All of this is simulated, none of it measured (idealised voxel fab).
Herein follows the process module entitled voxel tone inversion.
Cross-section cut spans 180 nm and uses square cells 5 nm in size.
Heads up, the way a cross-section reads in here is a grid of square cells, handed over as bands from the top down, with every band being one or more rows of cells.
Heights first: top, then bottom, in nm. Then materials, left to right, each with a width in nm. "everywhere" on a single material: fills the band edge to edge. "empty": empty space.
Convention: height 0 is the level below which the wafer, as received, is all one material. The lowest band does not terminate at the bottom but continues downward, represented as "0..down".
A width such as "30->40" changes by the same amount from each row of cells to the next, from the band's top row to its bottom row.
"nothing got changed" after a step means that no cell of the cross-section changed.
"Fully enclosed voids": sealed empty spaces, 8 cells or more, no open way to top, listed width x height at distance, with distance from the left edge and width, height and distance in nm.
Post-settings text on a step line: simulator's own remark regarding the step.
overlay nm: right-of-plan distance of the mask on a masked step; negative values mean left-of-plan.
## Here's what the planned process steps look like
1) RECEIVE | material Si
2) CONFORMAL_DEP | material SiCN | thk nm 5
3) DIRECTIONAL_DEP | material aC | thk nm 15
4) PATTERN | tone cover | mask id POSTS | material resist | width nm 15 | pitch nm 45 | thk nm 25 | overlay nm 0
5) DIRECTIONAL_ETCH | etch materials aC | depth nm 15
6) STRIP | etch materials resist
7) FILL_DEP | material SiO2 | thk nm 10
8) CMP | height nm 20
9) STRIP | etch materials aC
## First wafer, two in total, run as planned
## Here's what the wafer looked like in cross-section when it arrived - that's after step 1
  0..down: Si everywhere
  Fully enclosed voids: none
## The wafer in cross-section once step 2 is complete
  5..0: SiCN everywhere
  Below 0, no change.
## The wafer in cross-section once step 3 is complete
  20..5: aC everywhere
  Below 5, no change.
## The wafer in cross-section once step 4 is complete
  45..20: empty 60 nm  resist 15 nm  empty 30 nm  resist 15 nm  empty 60 nm
  Below 20, no change.
## The wafer in cross-section once step 5 is complete
  30..20: empty 60 nm  resist 15 nm  empty 30 nm  resist 15 nm  empty 60 nm
  20..5: empty 60 nm  aC 15 nm  empty 30 nm  aC 15 nm  empty 60 nm
  Below 5, no change.
## The wafer in cross-section once step 6 is complete
  20..5: empty 60 nm  aC 15 nm  empty 30 nm  aC 15 nm  empty 60 nm
  Below 5, no change.
## The wafer in cross-section once step 7 is complete
  30..20: SiO2 everywhere
  20..5: SiO2 60 nm  aC 15 nm  SiO2 30 nm  aC 15 nm  SiO2 60 nm
  Below 5, no change.
## The wafer in cross-section once step 8 is complete
  20..5: SiO2 60 nm  aC 15 nm  SiO2 30 nm  aC 15 nm  SiO2 60 nm
  Below 5, no change.
## The wafer in cross-section once step 9 is complete
  20..5: SiO2 60 nm  empty 15 nm  SiO2 30 nm  empty 15 nm  SiO2 60 nm
  Below 5, no change.
## What follows concerns the second wafer, which started out like the first and was meant to follow the very same plan; one mistake crept in when it was run, but everything up to and including step 1 is the same as for the first wafer
Cross-section of the second wafer when, according to plan, step 2 should have finished: nothing got changed
## Cross-section of the second wafer when, according to plan, step 3 should have finished
  15..0: aC everywhere
  Below 0, no change.
## Cross-section of the second wafer when, according to plan, step 4 should have finished
  40..15: empty 60 nm  resist 15 nm  empty 30 nm  resist 15 nm  empty 60 nm
  Below 15, no change.
## Cross-section of the second wafer when, according to plan, step 5 should have finished
  25..15: empty 60 nm  resist 15 nm  empty 30 nm  resist 15 nm  empty 60 nm
  15..0: empty 60 nm  aC 15 nm  empty 30 nm  aC 15 nm  empty 60 nm
  Below 0, no change.
## Cross-section of the second wafer when, according to plan, step 6 should have finished
  15..0: empty 60 nm  aC 15 nm  empty 30 nm  aC 15 nm  empty 60 nm
  Below 0, no change.
## Cross-section of the second wafer when, according to plan, step 7 should have finished
  25..15: SiO2 everywhere
  15..0: SiO2 60 nm  aC 15 nm  SiO2 30 nm  aC 15 nm  SiO2 60 nm
  Below 0, no change.
## Cross-section of the second wafer when, according to plan, step 8 should have finished
  20..15: SiO2 everywhere
  Below 15, no change.
Cross-section of the second wafer when, according to plan, step 9 should have finished: nothing got changed
Short version of what went wrong: not run: step 2 of the plan (skipped)
The final cell counts differ between the wafers, with the second having more or fewer of some materials than the first: SiCN -36; SiO2 +36; aC +18
